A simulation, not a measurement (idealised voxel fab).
Title: Process Module voxel capacitor over wiring
The figure presents cross-section cut, which has a width of 175 nm and is divided into square cells with an edge length of 5 nm.
This document writes a cross-section as a grid whose cells are square, and gives it as bands, listed from the top down; one or more rows of cells form a band.
Basically the band line says how high the top is and how high the bottom is, in nm, and then what's in it from left to right, every material with its width in nm. Empty space shows up as "air", and if a single material carries "throughout" it runs the full band edge to edge.
Heads up on the height convention: 0 is the point under which the incoming wafer is all one material, and the lowest band has no bottom, it just keeps going down, like "z 0 and below".
A width given as "30->40" starts at the first number in the band's top row and ends at the second number in its bottom row, shifting by an equal amount at every step from row to row.
Step marked "nothing changed"? Then no cell in the cross-section changed in it.
Listed in "Fully closed voids": every empty space of 8 or more cells without an open way to the top. Form: width x height at distance, the distance being from the left edge, all in nm.
Post-settings text on a step line: simulator's own remark regarding the step.
The setting "overlay nm" may be written on the line of a step. When the step uses a mask, the value reports how far to the right of the planned place the mask lay, and a negative value reports that it lay to the left.
Process steps (planned)
1. RECEIVE | material Si
2. CONFORMAL_DEP | material SiO2 | thk nm 10
3. DIRECTIONAL_DEP | material TiN | thk nm 5
4. DIRECTIONAL_DEP | material Ru | thk nm 20
5. DIRECTIONAL_DEP | material aC | thk nm 15
6. PATTERN | tone cover | mask id METAL_1 | material resist | width nm 25 | pitch nm 75 | thk nm 30 | overlay nm 0
7. DIRECTIONAL_ETCH | etch materials aC | depth nm 15
8. STRIP | etch materials resist
9. DIRECTIONAL_ETCH | etch materials Ru | depth nm 20
10. DIRECTIONAL_ETCH | etch materials TiN | depth nm 5
11. STRIP | etch materials aC
12. FILL_DEP | material lowk | thk nm 10
13. CMP | height nm 35
14. CONFORMAL_DEP | material SiCN | thk nm 5
15. DIRECTIONAL_DEP | material SiO2 | thk nm 20
16. DIRECTIONAL_DEP | material aC | thk nm 10
17. PATTERN | tone open | mask id PLUG_1 | material resist | width nm 15 | thk nm 25 | overlay nm 0
18. DIRECTIONAL_ETCH | etch materials aC | depth nm 10
19. STRIP | etch materials resist
20. DIRECTIONAL_ETCH | etch materials SiO2 | depth nm 20
21. DIRECTIONAL_ETCH | etch materials SiCN | depth nm 5
22. STRIP | etch materials aC
23. EPI | material Ru | thk nm 10
24. EPI | material Ru | thk nm 10
25. EPI | material Ru | thk nm 5
26. DIRECTIONAL_DEP | material TiN | thk nm 10
27. DIRECTIONAL_DEP | material SiN | thk nm 5
28. DIRECTIONAL_DEP | material TiN | thk nm 5
29. PATTERN | tone cover | mask id UPPER_PLATE | material resist | width nm 55 | thk nm 15 | overlay nm 0
30. DIRECTIONAL_ETCH | etch materials TiN | depth nm 5
31. DIRECTIONAL_ETCH | etch materials SiN | depth nm 5
32. STRIP | etch materials resist
33. MASKED_ETCH | tone cover | mask id LOWER_PLATE | width nm 65 | etch materials TiN | depth nm 10 | overlay nm 0
34. FILL_DEP | material SiO2 | thk nm 20
35. CMP | height nm 95
36. DIRECTIONAL_DEP | material aC | thk nm 10
37. PATTERN | tone open | mask id PLUG_2 | material resist | width nm 15 | thk nm 30 | overlay nm 0
38. DIRECTIONAL_ETCH | etch materials aC | depth nm 10
39. STRIP | etch materials resist
40. DIRECTIONAL_ETCH | etch materials SiO2 | depth nm 15
41. STRIP | etch materials aC
42. CONFORMAL_DEP | material TiN | thk nm 5
43. FILL_DEP | material Cu | thk nm 5
44. CMP | height nm 95
45. CONFORMAL_DEP | material SiN | thk nm 5
The first of a set of two wafers, run to plan
As received (post step 1): cross-section
* z 0 and below | Si throughout
* Fully closed voids: none
After step 2, in cross-section
* z 10 to 0 | SiO2 throughout
* For the remainder of the cross-section, below 0, there is no change.
After step 3, in cross-section
* z 15 to 10 | TiN throughout
* For the remainder of the cross-section, below 10, there is no change.
After step 4, in cross-section
* z 35 to 15 | Ru throughout
* For the remainder of the cross-section, below 15, there is no change.
After step 5, in cross-section
* z 50 to 35 | aC throughout
* For the remainder of the cross-section, below 35, there is no change.
After step 6, in cross-section
* z 80 to 50 | 35 of air  25 of resist  50 of air  25 of resist  40 of air
* For the remainder of the cross-section, below 50, there is no change.
After step 7, in cross-section
* z 65 to 50 | 35 of air  25 of resist  50 of air  25 of resist  40 of air
* z 50 to 35 | 35 of air  25 of aC  50 of air  25 of aC  40 of air
* For the remainder of the cross-section, below 35, there is no change.
After step 8, in cross-section
* z 50 to 35 | 35 of air  25 of aC  50 of air  25 of aC  40 of air
* For the remainder of the cross-section, below 35, there is no change.
After step 9, in cross-section
* z 50 to 35 | 35 of air  25 of aC  50 of air  25 of aC  40 of air
* z 35 to 15 | 35 of air  25 of Ru  50 of air  25 of Ru  40 of air
* For the remainder of the cross-section, below 15, there is no change.
After step 10, in cross-section
* z 50 to 35 | 35 of air  25 of aC  50 of air  25 of aC  40 of air
* z 35 to 15 | 35 of air  25 of Ru  50 of air  25 of Ru  40 of air
* z 15 to 10 | 35 of air  25 of TiN  50 of air  25 of TiN  40 of air
* For the remainder of the cross-section, below 10, there is no change.
After step 11, in cross-section
* z 35 to 15 | 35 of air  25 of Ru  50 of air  25 of Ru  40 of air
* For the remainder of the cross-section, below 15, there is no change.
After step 12, in cross-section
* z 45 to 35 | lowk throughout
* z 35 to 15 | 35 of lowk  25 of Ru  50 of lowk  25 of Ru  40 of lowk
* z 15 to 10 | 35 of lowk  25 of TiN  50 of lowk  25 of TiN  40 of lowk
* For the remainder of the cross-section, below 10, there is no change.
After step 13, in cross-section
* z 35 to 15 | 35 of lowk  25 of Ru  50 of lowk  25 of Ru  40 of lowk
* For the remainder of the cross-section, below 15, there is no change.
After step 14, in cross-section
* z 40 to 35 | SiCN throughout
* For the remainder of the cross-section, below 35, there is no change.
After step 15, in cross-section
* z 60 to 40 | SiO2 throughout
* For the remainder of the cross-section, below 40, there is no change.
After step 16, in cross-section
* z 70 to 60 | aC throughout
* For the remainder of the cross-section, below 60, there is no change.
After step 17, in cross-section
* z 95 to 70 | 45 of resist  15 of air  115 of resist
* For the remainder of the cross-section, below 70, there is no change.
After step 18, in cross-section
* z 85 to 70 | 45 of resist  15 of air  115 of resist
* z 70 to 60 | 45 of aC  15 of air  115 of aC
* For the remainder of the cross-section, below 60, there is no change.
After step 19, in cross-section
* z 70 to 60 | 45 of aC  15 of air  115 of aC
* For the remainder of the cross-section, below 60, there is no change.
After step 20, in cross-section
* z 70 to 60 | 45 of aC  15 of air  115 of aC
* z 60 to 40 | 45 of SiO2  15 of air  115 of SiO2
* For the remainder of the cross-section, below 40, there is no change.
After step 21, in cross-section
* z 70 to 60 | 45 of aC  15 of air  115 of aC
* z 60 to 40 | 45 of SiO2  15 of air  115 of SiO2
* z 40 to 35 | 45 of SiCN  15 of air  115 of SiCN
* For the remainder of the cross-section, below 35, there is no change.
After step 22, in cross-section
* z 60 to 40 | 45 of SiO2  15 of air  115 of SiO2
* For the remainder of the cross-section, below 40, there is no change.
After step 23, in cross-section
* z 60 to 45 | 45 of SiO2  15 of air  115 of SiO2
* z 45 to 40 | 45 of SiO2  15 of Ru  115 of SiO2
* z 40 to 35 | 45 of SiCN  15 of Ru  115 of SiCN
* For the remainder of the cross-section, below 35, there is no change.
After step 24, in cross-section
* z 60 to 55 | 45 of SiO2  15 of air  115 of SiO2
* z 55 to 40 | 45 of SiO2  15 of Ru  115 of SiO2
* For the remainder of the cross-section, below 40, there is no change.
After step 25, in cross-section
* z 60 to 40 | 45 of SiO2  15 of Ru  115 of SiO2
* For the remainder of the cross-section, below 40, there is no change.
After step 26, in cross-section
* z 70 to 60 | TiN throughout
* For the remainder of the cross-section, below 60, there is no change.
After step 27, in cross-section
* z 75 to 70 | SiN throughout
* For the remainder of the cross-section, below 70, there is no change.
After step 28, in cross-section
* z 80 to 75 | TiN throughout
* For the remainder of the cross-section, below 75, there is no change.
After step 29, in cross-section
* z 95 to 80 | 45 of air  55 of resist  75 of air
* For the remainder of the cross-section, below 80, there is no change.
After step 30, in cross-section
* z 95 to 80 | 45 of air  55 of resist  75 of air
* z 80 to 75 | 45 of air  55 of TiN  75 of air
* For the remainder of the cross-section, below 75, there is no change.
After step 31, in cross-section
* z 95 to 80 | 45 of air  55 of resist  75 of air
* z 80 to 75 | 45 of air  55 of TiN  75 of air
* z 75 to 70 | 45 of air  55 of SiN  75 of air
* For the remainder of the cross-section, below 70, there is no change.
After step 32, in cross-section
* z 80 to 75 | 45 of air  55 of TiN  75 of air
* For the remainder of the cross-section, below 75, there is no change.
After step 33, in cross-section
* z 80 to 75 | 45 of air  55 of TiN  75 of air
* z 75 to 70 | 45 of air  55 of SiN  75 of air
* z 70 to 60 | 40 of air  65 of TiN  70 of air
* For the remainder of the cross-section, below 60, there is no change.
After step 34, in cross-section
* z 100 to 80 | SiO2 throughout
* z 80 to 75 | 45 of SiO2  55 of TiN  75 of SiO2
* z 75 to 70 | 45 of SiO2  55 of SiN  75 of SiO2
* z 70 to 60 | 40 of SiO2  65 of TiN  70 of SiO2
* For the remainder of the cross-section, below 60, there is no change.
After step 35, in cross-section
* z 95 to 80 | SiO2 throughout
* For the remainder of the cross-section, below 80, there is no change.
After step 36, in cross-section
* z 105 to 95 | aC throughout
* For the remainder of the cross-section, below 95, there is no change.
After step 37, in cross-section
* z 135 to 105 | 55 of resist  15 of air  105 of resist
* For the remainder of the cross-section, below 105, there is no change.
After step 38, in cross-section
* z 125 to 105 | 55 of resist  15 of air  105 of resist
* z 105 to 95 | 55 of aC  15 of air  105 of aC
* For the remainder of the cross-section, below 95, there is no change.
After step 39, in cross-section
* z 105 to 95 | 55 of aC  15 of air  105 of aC
* For the remainder of the cross-section, below 95, there is no change.
After step 40, in cross-section
* z 105 to 95 | 55 of aC  15 of air  105 of aC
* z 95 to 80 | 55 of SiO2  15 of air  105 of SiO2
* For the remainder of the cross-section, below 80, there is no change.
After step 41, in cross-section
* z 95 to 80 | 55 of SiO2  15 of air  105 of SiO2
* For the remainder of the cross-section, below 80, there is no change.
After step 42, in cross-section
* z 100 to 95 | 60 of TiN  5 of air  110 of TiN
* z 95 to 85 | 55 of SiO2  5 of TiN  5 of air  5 of TiN  105 of SiO2
* z 85 to 75 | 55->45 of SiO2  15->55 of TiN  105->75 of SiO2
* For the remainder of the cross-section, below 75, there is no change.
After step 43, in cross-section
* z 105 to 100 | Cu throughout
* z 100 to 95 | 60 of TiN  5 of Cu  110 of TiN
* z 95 to 85 | 55 of SiO2  5 of TiN  5 of Cu  5 of TiN  105 of SiO2
* For the remainder of the cross-section, below 85, there is no change.
After step 44, in cross-section
* z 95 to 85 | 55 of SiO2  5 of TiN  5 of Cu  5 of TiN  105 of SiO2
* For the remainder of the cross-section, below 85, there is no change.
After step 45, in cross-section
* z 100 to 95 | SiN throughout
* For the remainder of the cross-section, below 95, there is no change.
It is to be noted that the second wafer proceeded from the same initial state and according to the same plan as the first, although one mistake was committed in its execution; through step 34, inclusive, the two wafers share an identical history
What the second wafer looks like in cross-section when step 35 should have wrapped up
* z 90 to 80 | SiO2 throughout
* For the remainder of the cross-section, below 80, there is no change.
What the second wafer looks like in cross-section when step 36 should have wrapped up
* z 100 to 90 | aC throughout
* For the remainder of the cross-section, below 90, there is no change.
What the second wafer looks like in cross-section when step 37 should have wrapped up
* z 130 to 100 | 55 of resist  15 of air  105 of resist
* For the remainder of the cross-section, below 100, there is no change.
What the second wafer looks like in cross-section when step 38 should have wrapped up
* z 120 to 100 | 55 of resist  15 of air  105 of resist
* z 100 to 90 | 55 of aC  15 of air  105 of aC
* For the remainder of the cross-section, below 90, there is no change.
What the second wafer looks like in cross-section when step 39 should have wrapped up
* z 100 to 90 | 55 of aC  15 of air  105 of aC
* For the remainder of the cross-section, below 90, there is no change.
What the second wafer looks like in cross-section when step 40 should have wrapped up
* z 100 to 90 | 55 of aC  15 of air  105 of aC
* z 90 to 80 | 55 of SiO2  15 of air  105 of SiO2
* For the remainder of the cross-section, below 80, there is no change.
What the second wafer looks like in cross-section when step 41 should have wrapped up
* z 90 to 80 | 55 of SiO2  15 of air  105 of SiO2
* For the remainder of the cross-section, below 80, there is no change.
What the second wafer looks like in cross-section when step 42 should have wrapped up
* z 95 to 90 | 60 of TiN  5 of air  110 of TiN
* z 90 to 85 | 55 of SiO2  5 of TiN  5 of air  5 of TiN  105 of SiO2
* z 85 to 75 | 55->45 of SiO2  15->55 of TiN  105->75 of SiO2
* For the remainder of the cross-section, below 75, there is no change.
What the second wafer looks like in cross-section when step 43 should have wrapped up
* z 100 to 95 | Cu throughout
* z 95 to 90 | 60 of TiN  5 of Cu  110 of TiN
* z 90 to 85 | 55 of SiO2  5 of TiN  5 of Cu  5 of TiN  105 of SiO2
* For the remainder of the cross-section, below 85, there is no change.
What the second wafer looks like in cross-section when step 44 should have wrapped up
* z 95 to 90 | 60 of TiN  5 of Cu  110 of TiN
* For the remainder of the cross-section, below 90, there is no change.
What the second wafer looks like in cross-section when step 45 should have wrapped up
* z 100 to 95 | SiN throughout
* For the remainder of the cross-section, below 95, there is no change.
In executing the process, a mistake was made relative to the plan: step 35 changed vs plan, executed as CMP | height nm 90
Final tally in cells, some materials are higher or lower on the second wafer than on the first: SiO2 -32, TiN +32
